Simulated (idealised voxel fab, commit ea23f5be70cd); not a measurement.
Process module under the name voxel double patterning
Cross-section cut: width 295 nm, square cells of 5 nm.
Cross-section = grid of square cells, listed top down in bands; band = one or more rows.
Within each band entry, the heights of the top and of the bottom of the band appear first, in that order and in nm; the materials of the band then follow from left to right, each with its corresponding width in nm. The designation "everywhere" on a single material indicates that it fills the band from edge to edge; the designation "air" indicates empty space.
The level at which height equals 0 is the one under which the wafer, as it arrives, is entirely one material. No lower edge exists for the bottom band, which continues downward and is notated as in "0..down".
When a width is written as two numbers, as in "30..40", the first number is the width in the top row of cells of the band and the second is the width in its bottom row, and the width changes by the same amount from each row to the next.
Step marked "nothing got changed"? Then no cell in the cross-section changed in it.
Look at "Fully sealed voids" for the closed voids: empty spaces with no open path to the top, sized 8 cells or up. Each is width x height at distance, distance from the left edge, all nm.
Whatever follows a step's settings on its line is a remark the simulator itself makes about that step.
A step's line can hold "overlay nm"; with a mask on that step, the setting says how far right of the planned place the mask lay, while a negative setting says it lay to the left.

### These are the steps we planned for the process
1) RECEIVE,material Si
2) CONFORMAL_DEP,material SiO2,thk nm 10
3) DIRECTIONAL_DEP,material polySi,thk nm 15
4) DIRECTIONAL_DEP,material SiCN,thk nm 10
5) MASKED_ETCH,tone open,mask id FIRST,width nm 15,pitch nm 50,etch materials SiCN,depth nm 10,overlay nm 0
6) DIRECTIONAL_DEP,material aC,thk nm 15
7) PATTERN,tone open,mask id SECOND,material resist,width nm 15,pitch nm 50,thk nm 35,overlay nm 0
8) DIRECTIONAL_ETCH,etch materials aC,depth nm 15
9) STRIP,etch materials resist
10) DIRECTIONAL_ETCH,etch materials SiCN,depth nm 10
11) STRIP,etch materials aC
12) DIRECTIONAL_ETCH,etch materials polySi,depth nm 15
13) STRIP,etch materials SiCN

### First wafer, two in total, run as planned

### Delivered wafer in cross-section: state after step 1
* 0..down | Si everywhere
* Fully sealed voids: none

### Wafer after step 2 (cross-section)
* 10..0 | SiO2 everywhere
* Under 0: no change, same as before.

### Wafer after step 3 (cross-section)
* 25..10 | polySi everywhere
* Under 10: no change, same as before.

### Wafer after step 4 (cross-section)
* 35..25 | SiCN everywhere
* Under 25: no change, same as before.

### Wafer after step 5 (cross-section)
* 35..25 | SiCN (90); air (15); SiCN (35); air (15); SiCN (35); air (15); SiCN (90)
* Under 25: no change, same as before.

### Wafer after step 6 (cross-section)
* 50..40 | aC (90); air (15); aC (35); air (15); aC (35); air (15); aC (90)
* 40..35 | aC everywhere
* 35..25 | SiCN (90); aC (15); SiCN (35); aC (15); SiCN (35); aC (15); SiCN (90)
* Under 25: no change, same as before.

### Wafer after step 7 (cross-section)
* 85..50 | resist (115); air (15); resist (35); air (15); resist (115)
* 50..40 | aC (90); resist (15); aC (35); resist (15); aC (35); resist (15); aC (90)
* Under 40: no change, same as before.

### Wafer after step 8 (cross-section)
* 70..50 | resist (115); air (15); resist (35); air (15); resist (115)
* 50..40 | aC (90); resist (15); aC (10); air (15); aC (10); resist (15); aC (10); air (15); aC (10); resist (15); aC (90)
* 40..35 | aC (115); air (15); aC (35); air (15); aC (115)
* Under 35: no change, same as before.

### Wafer after step 9 (cross-section)
* 50..40 | aC (90); air (15); aC (10); air (15); aC (10); air (15); aC (10); air (15); aC (10); air (15); aC (90)
* Under 40: no change, same as before.

### Wafer after step 10 (cross-section)
* 50..40 | aC (90); air (15); aC (10); air (15); aC (10); air (15); aC (10); air (15); aC (10); air (15); aC (90)
* 40..35 | aC (115); air (15); aC (35); air (15); aC (115)
* 35..25 | SiCN (90); aC (15); SiCN (10); air (15); SiCN (10); aC (15); SiCN (10); air (15); SiCN (10); aC (15); SiCN (90)
* Under 25: no change, same as before.

### Wafer after step 11 (cross-section)
* 35..25 | SiCN (90); air (15); SiCN (10); air (15); SiCN (10); air (15); SiCN (10); air (15); SiCN (10); air (15); SiCN (90)
* Under 25: no change, same as before.

### Wafer after step 12 (cross-section)
* 35..25 | SiCN (90); air (15); SiCN (10); air (15); SiCN (10); air (15); SiCN (10); air (15); SiCN (10); air (15); SiCN (90)
* 25..10 | polySi (90); air (15); polySi (10); air (15); polySi (10); air (15); polySi (10); air (15); polySi (10); air (15); polySi (90)
* Under 10: no change, same as before.

### Wafer after step 13 (cross-section)
* 25..10 | polySi (90); air (15); polySi (10); air (15); polySi (10); air (15); polySi (10); air (15); polySi (10); air (15); polySi (90)
* Under 10: no change, same as before.

### second wafer: like start, like plan, one mistake. Through step 2 it matches the first wafer

### Second wafer, section view, time point: scheduled end of step 3
* 40..10 | polySi everywhere
* Under 10: no change, same as before.

### Second wafer, section view, time point: scheduled end of step 4
* 50..40 | SiCN everywhere
* Under 40: no change, same as before.

### Second wafer, section view, time point: scheduled end of step 5
* 50..40 | SiCN (90); air (15); SiCN (35); air (15); SiCN (35); air (15); SiCN (90)
* Under 40: no change, same as before.

### Second wafer, section view, time point: scheduled end of step 6
* 65..55 | aC (90); air (15); aC (35); air (15); aC (35); air (15); aC (90)
* 55..50 | aC everywhere
* 50..40 | SiCN (90); aC (15); SiCN (35); aC (15); SiCN (35); aC (15); SiCN (90)
* Under 40: no change, same as before.

### Second wafer, section view, time point: scheduled end of step 7
* 100..65 | resist (115); air (15); resist (35); air (15); resist (115)
* 65..55 | aC (90); resist (15); aC (35); resist (15); aC (35); resist (15); aC (90)
* Under 55: no change, same as before.

### Second wafer, section view, time point: scheduled end of step 8
* 85..65 | resist (115); air (15); resist (35); air (15); resist (115)
* 65..55 | aC (90); resist (15); aC (10); air (15); aC (10); resist (15); aC (10); air (15); aC (10); resist (15); aC (90)
* 55..50 | aC (115); air (15); aC (35); air (15); aC (115)
* Under 50: no change, same as before.

### Second wafer, section view, time point: scheduled end of step 9
* 65..55 | aC (90); air (15); aC (10); air (15); aC (10); air (15); aC (10); air (15); aC (10); air (15); aC (90)
* Under 55: no change, same as before.

### Second wafer, section view, time point: scheduled end of step 10
* 65..55 | aC (90); air (15); aC (10); air (15); aC (10); air (15); aC (10); air (15); aC (10); air (15); aC (90)
* 55..50 | aC (115); air (15); aC (35); air (15); aC (115)
* 50..40 | SiCN (90); aC (15); SiCN (10); air (15); SiCN (10); aC (15); SiCN (10); air (15); SiCN (10); aC (15); SiCN (90)
* Under 40: no change, same as before.

### Second wafer, section view, time point: scheduled end of step 11
* 50..40 | SiCN (90); air (15); SiCN (10); air (15); SiCN (10); air (15); SiCN (10); air (15); SiCN (10); air (15); SiCN (90)
* Under 40: no change, same as before.

### Second wafer, section view, time point: scheduled end of step 12
* 50..40 | SiCN (90); air (15); SiCN (10); air (15); SiCN (10); air (15); SiCN (10); air (15); SiCN (10); air (15); SiCN (90)
* 40..25 | polySi (90); air (15); polySi (10); air (15); polySi (10); air (15); polySi (10); air (15); polySi (10); air (15); polySi (90)
* Under 25: no change, same as before.

### Second wafer, section view, time point: scheduled end of step 13
* 40..25 | polySi (90); air (15); polySi (10); air (15); polySi (10); air (15); polySi (10); air (15); polySi (10); air (15); polySi (90)
* Under 25: no change, same as before.
It is concluded that the wafer was processed incorrectly with respect to the plan, in that step 3 from the plan got run twice
The second wafer ends with more or fewer cells of some materials than the first, per final count: polySi +177
